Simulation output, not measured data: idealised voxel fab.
Module name: voxel released beams (process module)
Cross-section cut spans 210 nm and uses square cells 5 nm in size.
Heads up, the way a cross-section reads in here is a grid of square cells, handed over as bands from the top down, with every band being one or more rows of cells.
The band entry comprises the height of the band's top followed by the height of its bottom, expressed in nm, and subsequently the band's materials from left to right, each stated together with its width in nm. Where a single material is marked with the word "throughout", that material fills the band from edge to edge. The word "blank" represents empty space.
Height reference: 0 = level under which incoming wafer is all one material. Lowest band: no bottom, runs on downward, e.g. "top 0, no bottom".
The expression "30..40" gives the width at the extremes of the band, the first number at its top row of cells and the second at its bottom row, with the width changing by equal amounts from each row to the next in between.
Where the words "nothing changed" appear for a step, the cross-section shows no cell changed by that step; every cell remained as before.
The entry "Voids, enclosed" lists the empty spaces that cover at least 8 cells and have no open path to the top. Each is written as width x height at distance, where the distance is measured from the left edge and all three values are in nm.
after a step's settings: what the simulator itself notes on the step
overlay nm: mask offset rightward from planned place, masked step; negative means leftward offset.
-- These are the steps we planned for the process
- 1: RECEIVE [material Si]
- 2: CONFORMAL_DEP [material Al2O3] [thk nm 5]
- 3: DIRECTIONAL_DEP [material SiO2] [thk nm 20]
- 4: DIRECTIONAL_DEP [material aC] [thk nm 10]
- 5: PATTERN [tone open] [mask id ANCHOR] [material resist] [width nm 35] [thk nm 25] [overlay nm 0]
- 6: DIRECTIONAL_ETCH [etch materials aC] [depth nm 10]
- 7: STRIP [etch materials resist]
- 8: DIRECTIONAL_ETCH [etch materials SiO2] [depth nm 20]
- 9: STRIP [etch materials aC]
- 10: CONFORMAL_DEP [material W] [thk nm 10]
- 11: MASKED_ETCH [tone cover] [mask id BEAM] [width nm 80] [etch materials W] [depth nm 10] [overlay nm 0]
- 12: STRIP [etch materials SiO2]
-- Delivered wafer in cross-section: state after step 1
top 0, no bottom | Si throughout
Voids, enclosed: none
-- Starting wafer: above. Plan: above. Run: one mistake. Cross-section after the module: below
top 35, bottom 25 | blank: 65 | W: 10 | blank: 15 | W: 55 | blank: 65
top 25, bottom 15 | blank: 65 | W: 10 | blank: 15 | W: 10 | blank: 110
top 15, bottom 5 | blank: 65 | W: 35 | blank: 110
top 5, bottom 0 | Al2O3 throughout
top 0, no bottom | Si throughout
Voids, enclosed: none
Diagnosis: in deviation from the planned setting, step 11 was conducted as MASKED_ETCH [tone cover] [mask id BEAM] [width nm 80] [etch materials W] [depth nm 10] [overlay nm 5]
